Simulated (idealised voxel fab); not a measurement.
Process module under the name voxel transistor to metal
Square cell edge 5 nm, section width 215 nm, ID cut.
Throughout this document, each cross-section is represented as a grid of square cells and is presented as a sequence of bands enumerated from the top downward, where a band comprises one or more rows of cells.
What a band's entry tells you: where the top is and where the bottom is, as heights in nm, and after that what lies inside, material by material from left to right, each with its width in nm. Empty space is written as the word "blank", and a single material marked with the word "full width" occupies the band from edge to edge.
It should be noted that heights are counted from 0, beneath which the wafer as supplied is of one material throughout, and that the lowest band possesses no lower boundary but continues downward, as written in "0 nm and below".
The expression "30 to 40" gives the width at the extremes of the band, the first number at its top row of cells and the second at its bottom row, with the width changing by equal amounts from each row to the next in between.
No cell of the cross-section changed in a step that is given as "no alteration".
"Enclosed internal cavities" contains a list of empty spaces, each no smaller than 8 cells and without an open way to the top, written in the form width x height at distance with the distance from the left edge and all three in nm.
What comes after the settings on a step's line is commentary from the simulator itself on that step.
A step line may carry the setting "overlay nm", which, for steps involving a mask, states the distance by which the mask lay to the right of its intended position; negative values denote displacement to the left.

### Here's what the planned process steps look like
1: RECEIVE: material Si
2: OXIDIZE: depth nm 5
3: CONFORMAL_DEP: material SiN, thk nm 10
4: DIRECTIONAL_DEP: material aC, thk nm 10
5: PATTERN: tone cover, mask id ACTIVE, material resist, width nm 120, thk nm 25, overlay nm 0
6: DIRECTIONAL_ETCH: etch materials aC, depth nm 10
7: STRIP: etch materials resist
8: DIRECTIONAL_ETCH: etch materials SiN, depth nm 10
9: DIRECTIONAL_ETCH: etch materials SiO2, depth nm 5
10: DIRECTIONAL_ETCH: etch materials Si, depth nm 25
11: STRIP: etch materials aC
12: FILL_DEP: material SiO2, thk nm 15
13: CMP: height nm 10
14: SELECTIVE_ETCH: etch materials SiO2, depth nm 5
15: STRIP: etch materials SiN
16: SELECTIVE_ETCH: etch materials SiO2, depth nm 5
17: OXIDIZE: depth nm 5
18: DIRECTIONAL_DEP: material polySi, thk nm 20
19: DIRECTIONAL_DEP: material SiCN, thk nm 10
20: MASKED_ETCH: tone cover, mask id GATE, width nm 30, etch materials SiCN, depth nm 20, overlay nm 0
21: MASKED_ETCH: tone cover, mask id GATE, width nm 30, etch materials polySi, depth nm 30, overlay nm 0
22: CONFORMAL_DEP: material SiO2, thk nm 5
23: DIRECTIONAL_ETCH: etch materials SiO2, depth nm 5
24: CONFORMAL_DEP: material SiN, thk nm 5
25: DIRECTIONAL_ETCH: etch materials SiN, depth nm 5
26: DIRECTIONAL_ETCH: etch materials SiO2, depth nm 5
27: EPI: material pSi, thk nm 5
28: FILL_DEP: material SiO2, thk nm 10
29: CMP: height nm 15
30: STRIP: etch materials polySi
31: SELECTIVE_ETCH: etch materials SiO2, depth nm 5
32: CONFORMAL_DEP: material HfO2, thk nm 5
33: CONFORMAL_DEP: material TiN, thk nm 5
34: FILL_DEP: material W, thk nm 10
35: CMP: height nm 10
36: DIRECTIONAL_DEP: material SiO2, thk nm 15
37: MASKED_ETCH: tone open, mask id CONTACT, width nm 20, pitch nm 90, etch materials SiO2, depth nm 30, overlay nm 0
38: CONFORMAL_DEP: material TiN, thk nm 5
39: FILL_DEP: material W, thk nm 10
40: CMP: height nm 25
41: CONFORMAL_DEP: material SiN, thk nm 5
42: DIRECTIONAL_DEP: material SiO2, thk nm 20
43: MASKED_ETCH: tone open, mask id METAL_1, width nm 20, pitch nm 90, etch materials SiO2, depth nm 20, overlay nm 0
44: MASKED_ETCH: tone open, mask id METAL_1, width nm 20, pitch nm 90, etch materials SiN, depth nm 5, overlay nm 0
45: CONFORMAL_DEP: material TiN, thk nm 5
46: FILL_DEP: material Ru, thk nm 5
47: CMP: height nm 50
48: CONFORMAL_DEP: material SiCN, thk nm 5

### first wafer, as planned

### This is the cross-section of the wafer as we received it, i.e. after step 1
- 0 nm and below: Si full width
- Enclosed internal cavities: none

### The following cross-section depicts the wafer upon completion of step 2
- 0 nm to -5 nm: SiO2 full width
- Rest of section, below -5: as before.

### The following cross-section depicts the wafer upon completion of step 3
- 10 nm to 0 nm: SiN full width
- Rest of section, below 0: as before.

### The following cross-section depicts the wafer upon completion of step 4
- 20 nm to 10 nm: aC full width
- Rest of section, below 10: as before.

### The following cross-section depicts the wafer upon completion of step 5
- 45 nm to 20 nm: blank (45), resist (120), blank (50)
- Rest of section, below 20: as before.

### The following cross-section depicts the wafer upon completion of step 6
- 35 nm to 20 nm: blank (45), resist (120), blank (50)
- 20 nm to 10 nm: blank (45), aC (120), blank (50)
- Rest of section, below 10: as before.

### The following cross-section depicts the wafer upon completion of step 7
- 20 nm to 10 nm: blank (45), aC (120), blank (50)
- Rest of section, below 10: as before.

### The following cross-section depicts the wafer upon completion of step 8
- 20 nm to 10 nm: blank (45), aC (120), blank (50)
- 10 nm to 0 nm: blank (45), SiN (120), blank (50)
- Rest of section, below 0: as before.

### The following cross-section depicts the wafer upon completion of step 9
- 20 nm to 10 nm: blank (45), aC (120), blank (50)
- 10 nm to 0 nm: blank (45), SiN (120), blank (50)
- 0 nm to -5 nm: blank (45), SiO2 (120), blank (50)
- Rest of section, below -5: as before.

### The following cross-section depicts the wafer upon completion of step 10
- 20 nm to 10 nm: blank (45), aC (120), blank (50)
- 10 nm to 0 nm: blank (45), SiN (120), blank (50)
- 0 nm to -5 nm: blank (45), SiO2 (120), blank (50)
- -5 nm to -30 nm: blank (45), Si (120), blank (50)
- Rest of section, below -30: as before.

### The following cross-section depicts the wafer upon completion of step 11
- 10 nm to 0 nm: blank (45), SiN (120), blank (50)
- Rest of section, below 0: as before.

### The following cross-section depicts the wafer upon completion of step 12
- 25 nm to 10 nm: SiO2 full width
- 10 nm to 0 nm: SiO2 (45), SiN (120), SiO2 (50)
- 0 nm to -5 nm: SiO2 full width
- -5 nm to -30 nm: SiO2 (45), Si (120), SiO2 (50)
- Rest of section, below -30: as before.

### The following cross-section depicts the wafer upon completion of step 13
- 10 nm to 0 nm: SiO2 (45), SiN (120), SiO2 (50)
- Rest of section, below 0: as before.

### The following cross-section depicts the wafer upon completion of step 14
- 10 nm to 5 nm: blank (45), SiN (120), blank (50)
- Rest of section, below 5: as before.

### The following cross-section depicts the wafer upon completion of step 15
- 5 nm to 0 nm: SiO2 (45), blank (120), SiO2 (50)
- Rest of section, below 0: as before.

### The following cross-section depicts the wafer upon completion of step 16
- 0 nm to -5 nm: SiO2 (40), blank (130), SiO2 (45)
- Rest of section, below -5: as before.

### The following cross-section depicts the wafer upon completion of step 17
- 0 nm to -5 nm: SiO2 (40), blank (130), SiO2 (45)
- -5 nm to -10 nm: SiO2 full width
- Rest of section, below -10: as before.

### The following cross-section depicts the wafer upon completion of step 18
- 20 nm to 15 nm: polySi (40), blank (130), polySi (45)
- 15 nm to 0 nm: polySi full width
- 0 nm to -5 nm: SiO2 (40), polySi (130), SiO2 (45)
- Rest of section, below -5: as before.

### The following cross-section depicts the wafer upon completion of step 19
- 30 nm to 25 nm: SiCN (40), blank (130), SiCN (45)
- 25 nm to 20 nm: SiCN full width
- 20 nm to 15 nm: polySi (40), SiCN (130), polySi (45)
- Rest of section, below 15: as before.

### The following cross-section depicts the wafer upon completion of step 20
- 25 nm to 20 nm: blank (90), SiCN (30), blank (95)
- 20 nm to 15 nm: polySi (40), blank (50), SiCN (30), blank (50), polySi (45)
- Rest of section, below 15: as before.

### The following cross-section depicts the wafer upon completion of step 21
- 25 nm to 15 nm: blank (90), SiCN (30), blank (95)
- 15 nm to 0 nm: blank (90), polySi (30), blank (95)
- 0 nm to -5 nm: SiO2 (40), blank (50), polySi (30), blank (50), SiO2 (45)
- Rest of section, below -5: as before.

### The following cross-section depicts the wafer upon completion of step 22
- 30 nm to 25 nm: blank (85), SiO2 (40), blank (90)
- 25 nm to 15 nm: blank (85), SiO2 (5), SiCN (30), SiO2 (5), blank (90)
- 15 nm to 5 nm: blank (85), SiO2 (5), polySi (30), SiO2 (5), blank (90)
- 5 nm to 0 nm: SiO2 (45), blank (40), SiO2 (5), polySi (30), SiO2 (5), blank (40), SiO2 (50)
- 0 nm to -5 nm: SiO2 (90), polySi (30), SiO2 (95)
- Rest of section, below -5: as before.

### The following cross-section depicts the wafer upon completion of step 23
- 25 nm to 15 nm: blank (85), SiO2 (5), SiCN (30), SiO2 (5), blank (90)
- 15 nm to 0 nm: blank (85), SiO2 (5), polySi (30), SiO2 (5), blank (90)
- 0 nm to -5 nm: SiO2 (45), blank (40), SiO2 (5), polySi (30), SiO2 (5), blank (40), SiO2 (50)
- Rest of section, below -5: as before.

### The following cross-section depicts the wafer upon completion of step 24
- 30 nm to 25 nm: blank (80), SiN (50), blank (85)
- 25 nm to 15 nm: blank (80), SiN (5), SiO2 (5), SiCN (30), SiO2 (5), SiN (5), blank (85)
- 15 nm to 5 nm: blank (80), SiN (5), SiO2 (5), polySi (30), SiO2 (5), SiN (5), blank (85)
- 5 nm to 0 nm: SiN (50), blank (30), SiN (5), SiO2 (5), polySi (30), SiO2 (5), SiN (5), blank (30), SiN (55)
- 0 nm to -5 nm: SiO2 (45), SiN (40), SiO2 (5), polySi (30), SiO2 (5), SiN (40), SiO2 (50)
- Rest of section, below -5: as before.

### The following cross-section depicts the wafer upon completion of step 25
- 25 nm to 15 nm: blank (80), SiN (5), SiO2 (5), SiCN (30), SiO2 (5), SiN (5), blank (85)
- 15 nm to 0 nm: blank (80), SiN (5), SiO2 (5), polySi (30), SiO2 (5), SiN (5), blank (85)
- 0 nm to -5 nm: SiO2 (45), SiN (5), blank (30), SiN (5), SiO2 (5), polySi (30), SiO2 (5), SiN (5), blank (30), SiN (5), SiO2 (50)
- Rest of section, below -5: as before.

### The following cross-section depicts the wafer upon completion of step 26
- 25 nm to 20 nm: blank (80), SiN (5), blank (5), SiCN (30), blank (5), SiN (5), blank (85)
- 20 nm to 15 nm: blank (80), SiN (5), SiO2 (5), SiCN (30), SiO2 (5), SiN (5), blank (85)
- 15 nm to 0 nm: blank (80), SiN (5), SiO2 (5), polySi (30), SiO2 (5), SiN (5), blank (85)
- 0 nm to -5 nm: blank (45), SiN (5), blank (30), SiN (5), SiO2 (5), polySi (30), SiO2 (5), SiN (5), blank (30), SiN (5), blank (50)
- -5 nm to -10 nm: SiO2 (50), blank (30), SiO2 (50), blank (30), SiO2 (55)
- Rest of section, below -10: as before.

### The following cross-section depicts the wafer upon completion of step 27
- 25 nm to 20 nm: blank (80), SiN (5), blank (5), SiCN (30), blank (5), SiN (5), blank (85)
- 20 nm to 15 nm: blank (80), SiN (5), SiO2 (5), SiCN (30), SiO2 (5), SiN (5), blank (85)
- 15 nm to 0 nm: blank (80), SiN (5), SiO2 (5), polySi (30), SiO2 (5), SiN (5), blank (85)
- 0 nm to -5 nm: blank (45), SiN (5), blank (30), SiN (5), SiO2 (5), polySi (30), SiO2 (5), SiN (5), blank (30), SiN (5), blank (50)
- -5 nm to -10 nm: SiO2 (50), pSi (30), SiO2 (50), pSi (30), SiO2 (55)
- Rest of section, below -10: as before.

### The following cross-section depicts the wafer upon completion of step 28
- 35 nm to 25 nm: SiO2 full width
- 25 nm to 15 nm: SiO2 (80), SiN (5), SiO2 (5), SiCN (30), SiO2 (5), SiN (5), SiO2 (85)
- 15 nm to 0 nm: SiO2 (80), SiN (5), SiO2 (5), polySi (30), SiO2 (5), SiN (5), SiO2 (85)
- 0 nm to -5 nm: SiO2 (45), SiN (5), SiO2 (30), SiN (5), SiO2 (5), polySi (30), SiO2 (5), SiN (5), SiO2 (30), SiN (5), SiO2 (50)
- Rest of section, below -5: as before.

### The following cross-section depicts the wafer upon completion of step 29
- 15 nm to 0 nm: SiO2 (80), SiN (5), SiO2 (5), polySi (30), SiO2 (5), SiN (5), SiO2 (85)
- Rest of section, below 0: as before.

### The following cross-section depicts the wafer upon completion of step 30
- 15 nm to 0 nm: SiO2 (80), SiN (5), SiO2 (5), blank (30), SiO2 (5), SiN (5), SiO2 (85)
- 0 nm to -5 nm: SiO2 (45), SiN (5), SiO2 (30), SiN (5), SiO2 (5), blank (30), SiO2 (5), SiN (5), SiO2 (30), SiN (5), SiO2 (50)
- Rest of section, below -5: as before.

### The following cross-section depicts the wafer upon completion of step 31
- 15 nm to 10 nm: blank (80), SiN (5), blank (40), SiN (5), blank (85)
- 10 nm to 0 nm: SiO2 (80), SiN (5), blank (40), SiN (5), SiO2 (85)
- 0 nm to -5 nm: SiO2 (45), SiN (5), SiO2 (30), SiN (5), blank (40), SiN (5), SiO2 (30), SiN (5), SiO2 (50)
- -5 nm to -10 nm: SiO2 (50), pSi (30), SiO2 (5), blank (40), SiO2 (5), pSi (30), SiO2 (55)
- Rest of section, below -10: as before.

### The following cross-section depicts the wafer upon completion of step 32
- 20 nm to 15 nm: blank (75), HfO2 (15), blank (30), HfO2 (15), blank (80)
- 15 nm to 10 nm: HfO2 (80), SiN (5), HfO2 (5), blank (30), HfO2 (5), SiN (5), HfO2 (85)
- 10 nm to 0 nm: SiO2 (80), SiN (5), HfO2 (5), blank (30), HfO2 (5), SiN (5), SiO2 (85)
- 0 nm to -5 nm: SiO2 (45), SiN (5), SiO2 (30), SiN (5), HfO2 (5), blank (30), HfO2 (5), SiN (5), SiO2 (30), SiN (5), SiO2 (50)
- -5 nm to -10 nm: SiO2 (50), pSi (30), SiO2 (5), HfO2 (40), SiO2 (5), pSi (30), SiO2 (55)
- Rest of section, below -10: as before.

### The following cross-section depicts the wafer upon completion of step 33
- 25 nm to 20 nm: blank (70), TiN (25), blank (20), TiN (25), blank (75)
- 20 nm to 15 nm: TiN (75), HfO2 (15), TiN (5), blank (20), TiN (5), HfO2 (15), TiN (80)
- 15 nm to 10 nm: HfO2 (80), SiN (5), HfO2 (5), TiN (5), blank (20), TiN (5), HfO2 (5), SiN (5), HfO2 (85)
- 10 nm to 0 nm: SiO2 (80), SiN (5), HfO2 (5), TiN (5), blank (20), TiN (5), HfO2 (5), SiN (5), SiO2 (85)
- 0 nm to -5 nm: SiO2 (45), SiN (5), SiO2 (30), SiN (5), HfO2 (5), TiN (30), HfO2 (5), SiN (5), SiO2 (30), SiN (5), SiO2 (50)
- Rest of section, below -5: as before.

### The following cross-section depicts the wafer upon completion of step 34
- 35 nm to 25 nm: W full width
- 25 nm to 20 nm: W (70), TiN (25), W (20), TiN (25), W (75)
- 20 nm to 15 nm: TiN (75), HfO2 (15), TiN (5), W (20), TiN (5), HfO2 (15), TiN (80)
- 15 nm to 10 nm: HfO2 (80), SiN (5), HfO2 (5), TiN (5), W (20), TiN (5), HfO2 (5), SiN (5), HfO2 (85)
- 10 nm to 0 nm: SiO2 (80), SiN (5), HfO2 (5), TiN (5), W (20), TiN (5), HfO2 (5), SiN (5), SiO2 (85)
- Rest of section, below 0: as before.

### The following cross-section depicts the wafer upon completion of step 35
- 10 nm to 0 nm: SiO2 (80), SiN (5), HfO2 (5), TiN (5), W (20), TiN (5), HfO2 (5), SiN (5), SiO2 (85)
- Rest of section, below 0: as before.

### The following cross-section depicts the wafer upon completion of step 36
- 25 nm to 10 nm: SiO2 full width
- Rest of section, below 10: as before.

### The following cross-section depicts the wafer upon completion of step 37
- 25 nm to 10 nm: SiO2 (50), blank (20), SiO2 (70), blank (20), SiO2 (55)
- 10 nm to 0 nm: SiO2 (50), blank (20), SiO2 (10), SiN (5), HfO2 (5), TiN (5), W (20), TiN (5), HfO2 (5), SiN (5), SiO2 (10), blank (20), SiO2 (55)
- 0 nm to -5 nm: SiO2 (45), SiN (5), blank (20), SiO2 (10), SiN (5), HfO2 (5), TiN (30), HfO2 (5), SiN (5), SiO2 (10), blank (20), SiN (5), SiO2 (50)
- Rest of section, below -5: as before.

### The following cross-section depicts the wafer upon completion of step 38
- 30 nm to 25 nm: TiN (55), blank (10), TiN (80), blank (10), TiN (60)
- 25 nm to 10 nm: SiO2 (50), TiN (5), blank (10), TiN (5), SiO2 (70), TiN (5), blank (10), TiN (5), SiO2 (55)
- 10 nm to 0 nm: SiO2 (50), TiN (5), blank (10), TiN (5), SiO2 (10), SiN (5), HfO2 (5), TiN (5), W (20), TiN (5), HfO2 (5), SiN (5), SiO2 (10), TiN (5), blank (10), TiN (5), SiO2 (55)
- 0 nm to -5 nm: SiO2 (45), SiN (5), TiN (20), SiO2 (10), SiN (5), HfO2 (5), TiN (30), HfO2 (5), SiN (5), SiO2 (10), TiN (20), SiN (5), SiO2 (50)
- Rest of section, below -5: as before.

### The following cross-section depicts the wafer upon completion of step 39
- 40 nm to 30 nm: W full width
- 30 nm to 25 nm: TiN (55), W (10), TiN (80), W (10), TiN (60)
- 25 nm to 10 nm: SiO2 (50), TiN (5), W (10), TiN (5), SiO2 (70), TiN (5), W (10), TiN (5), SiO2 (55)
- 10 nm to 0 nm: SiO2 (50), TiN (5), W (10), TiN (5), SiO2 (10), SiN (5), HfO2 (5), TiN (5), W (20), TiN (5), HfO2 (5), SiN (5), SiO2 (10), TiN (5), W (10), TiN (5), SiO2 (55)
- Rest of section, below 0: as before.

### The following cross-section depicts the wafer upon completion of step 40
- 25 nm to 10 nm: SiO2 (50), TiN (5), W (10), TiN (5), SiO2 (70), TiN (5), W (10), TiN (5), SiO2 (55)
- Rest of section, below 10: as before.

### The following cross-section depicts the wafer upon completion of step 41
- 30 nm to 25 nm: SiN full width
- Rest of section, below 25: as before.

### The following cross-section depicts the wafer upon completion of step 42
- 50 nm to 30 nm: SiO2 full width
- Rest of section, below 30: as before.

### The following cross-section depicts the wafer upon completion of step 43
- 50 nm to 30 nm: SiO2 (50), blank (20), SiO2 (70), blank (20), SiO2 (55)
- Rest of section, below 30: as before.

### The following cross-section depicts the wafer upon completion of step 44
- 50 nm to 30 nm: SiO2 (50), blank (20), SiO2 (70), blank (20), SiO2 (55)
- 30 nm to 25 nm: SiN (50), blank (20), SiN (70), blank (20), SiN (55)
- Rest of section, below 25: as before.

### The following cross-section depicts the wafer upon completion of step 45
- 55 nm to 50 nm: TiN (55), blank (10), TiN (80), blank (10), TiN (60)
- 50 nm to 30 nm: SiO2 (50), TiN (5), blank (10), TiN (5), SiO2 (70), TiN (5), blank (10), TiN (5), SiO2 (55)
- 30 nm to 25 nm: SiN (50), TiN (20), SiN (70), TiN (20), SiN (55)
- Rest of section, below 25: as before.

### The following cross-section depicts the wafer upon completion of step 46
- 60 nm to 55 nm: Ru full width
- 55 nm to 50 nm: TiN (55), Ru (10), TiN (80), Ru (10), TiN (60)
- 50 nm to 30 nm: SiO2 (50), TiN (5), Ru (10), TiN (5), SiO2 (70), TiN (5), Ru (10), TiN (5), SiO2 (55)
- Rest of section, below 30: as before.

### The following cross-section depicts the wafer upon completion of step 47
- 50 nm to 30 nm: SiO2 (50), TiN (5), Ru (10), TiN (5), SiO2 (70), TiN (5), Ru (10), TiN (5), SiO2 (55)
- Rest of section, below 30: as before.

### The following cross-section depicts the wafer upon completion of step 48
- 55 nm to 50 nm: SiCN full width
- Rest of section, below 50: as before.

### It is to be noted that the second wafer proceeded from the same initial state and according to the same plan as the first, although one mistake was committed in its execution; through step 42, inclusive, the two wafers share an identical history

### Second wafer cross-section, taken as of the time the plan sets for step 43 to be done
- 50 nm to 30 nm: blank (50), SiO2 (20), blank (70), SiO2 (20), blank (55)
- Rest of section, below 30: as before.

Second wafer cross-section, taken as of the time the plan sets for step 44 to be done: no alteration

### Second wafer cross-section, taken as of the time the plan sets for step 45 to be done
- 55 nm to 50 nm: blank (45), TiN (30), blank (60), TiN (30), blank (50)
- 50 nm to 35 nm: blank (45), TiN (5), SiO2 (20), TiN (5), blank (60), TiN (5), SiO2 (20), TiN (5), blank (50)
- 35 nm to 30 nm: TiN (50), SiO2 (20), TiN (70), SiO2 (20), TiN (55)
- Rest of section, below 30: as before.

### Second wafer cross-section, taken as of the time the plan sets for step 46 to be done
- 60 nm to 55 nm: Ru full width
- 55 nm to 50 nm: Ru (45), TiN (30), Ru (60), TiN (30), Ru (50)
- 50 nm to 35 nm: Ru (45), TiN (5), SiO2 (20), TiN (5), Ru (60), TiN (5), SiO2 (20), TiN (5), Ru (50)
- Rest of section, below 35: as before.

### Second wafer cross-section, taken as of the time the plan sets for step 47 to be done
- 50 nm to 35 nm: Ru (45), TiN (5), SiO2 (20), TiN (5), Ru (60), TiN (5), SiO2 (20), TiN (5), Ru (50)
- Rest of section, below 35: as before.

### Second wafer cross-section, taken as of the time the plan sets for step 48 to be done
- 55 nm to 50 nm: SiCN full width
- Rest of section, below 50: as before.
Plan not followed: heads up, step 43 didn't go per plan, it actually ran as MASKED_ETCH: tone cover, mask id METAL_1, width nm 20, pitch nm 90, etch materials SiO2, depth nm 20, overlay nm 0
Looking at both finished wafers in cells, the second ends up ahead of or behind the first on some materials: Ru +77; SiN +8; SiO2 -108; TiN +23
